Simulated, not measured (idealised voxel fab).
The process module that follows is named voxel self aligned contacts.
Shown is cross-section cut, with a width of 250 nm and square cells of size 5 nm.
Bands, listed from the top down, are how a cross-section gets written in this document; the cross-section itself is a grid of square cells, and a band is one or more rows of them. The entry gives the band's vertical extent as a top height and a bottom height in nm, then its horizontal make-up as materials from left to right, each with a width in nm. "air" stands for empty space; a single material marked "edge to edge" fills the band edge to edge. The level at which height equals 0 is the one under which the wafer, as it arrives, is entirely one material. No lower edge exists for the bottom band, which continues downward and is notated as in "0 down". Width spec "30..40" -> top row of cells at first value, bottom row at second value, equal per-row change in between. The designation "identical to before", where it is given for a processing step, indicates that no cell of the cross-section was altered in the course of that step. Empty spaces without an open route to the top, at least 8 cells in extent, make up the entry "Entrapped void list"; each is given as width x height at distance, where the distance is measured from the left edge, and all are in nm. Text after the settings on a step's line: the simulator's own remark on that step. When a step includes a mask, the "overlay nm" setting on its line states how far to the right of its planned place that mask lay, and negative values state how far to the left.
**Process steps (planned)**
| 1 | RECEIVE (material Si) |
| 2 | OXIDIZE (depth nm 5) |
| 3 | DIRECTIONAL_DEP (material polySi; thk nm 30) |
| 4 | DIRECTIONAL_DEP (material SiN; thk nm 20) |
| 5 | PATTERN (tone cover; mask id GATE; material resist; width nm 25; pitch nm 60; thk nm 15; overlay nm 0) |
| 6 | DIRECTIONAL_ETCH (etch materials SiN; depth nm 20) |
| 7 | DIRECTIONAL_ETCH (etch materials polySi; depth nm 30) |
| 8 | STRIP (etch materials resist) |
| 9 | CONFORMAL_DEP (material SiN; thk nm 10) |
| 10 | DIRECTIONAL_ETCH (etch materials SiN; depth nm 10) |
| 11 | FILL_DEP (material SiO2; thk nm 10) |
| 12 | CMP (height nm 55) |
| 13 | DIRECTIONAL_DEP (material aC; thk nm 15) |
| 14 | PATTERN (tone open; mask id CONTACT; material resist; width nm 45; thk nm 35; overlay nm 0) |
| 15 | DIRECTIONAL_ETCH (etch materials aC; depth nm 15) |
| 16 | STRIP (etch materials resist) |
| 17 | DIRECTIONAL_ETCH (etch materials SiO2; depth nm 60) |
| 18 | STRIP (etch materials aC) |
| 19 | CONFORMAL_DEP (material TiN; thk nm 5) |
| 20 | FILL_DEP (material W; thk nm 10) |
| 21 | CMP (height nm 55) |
| 22 | CONFORMAL_DEP (material SiCN; thk nm 5) |
**Step 1 complete: cross-section of the wafer as received**
- 0 down  Si edge to edge
- Entrapped void list: none
**Look at the cross-section after the module: the wafer started out the way shown above and the plan was the one shown above, yet one mistake was made along the way**
- 60 to 55  SiCN edge to edge
- 55 to 50  SiO2=100  TiN=20  W=5  TiN=20  SiO2=105
- 50 to 30  SiO2=70  SiN=45  TiN=5  W=5  TiN=5  SiN=45  SiO2=75
- 30 to 15  SiO2=70  SiN=10  polySi=25  SiN=10  TiN=5  W=5  TiN=5  SiN=10  polySi=25  SiN=10  SiO2=75
- 15 to 10  SiO2=70  SiN=10  polySi=25  SiN=10  TiN=15  SiN=10  polySi=25  SiN=10  SiO2=75
- 10 to 0  SiN=80  polySi=25  SiN=35  polySi=25  SiN=85
- 0 to -5  SiO2 edge to edge
- -5 down  Si edge to edge
- Entrapped void list: none
Diagnosis: steps 9 and 10 got flipped, so each one ran where the other should have
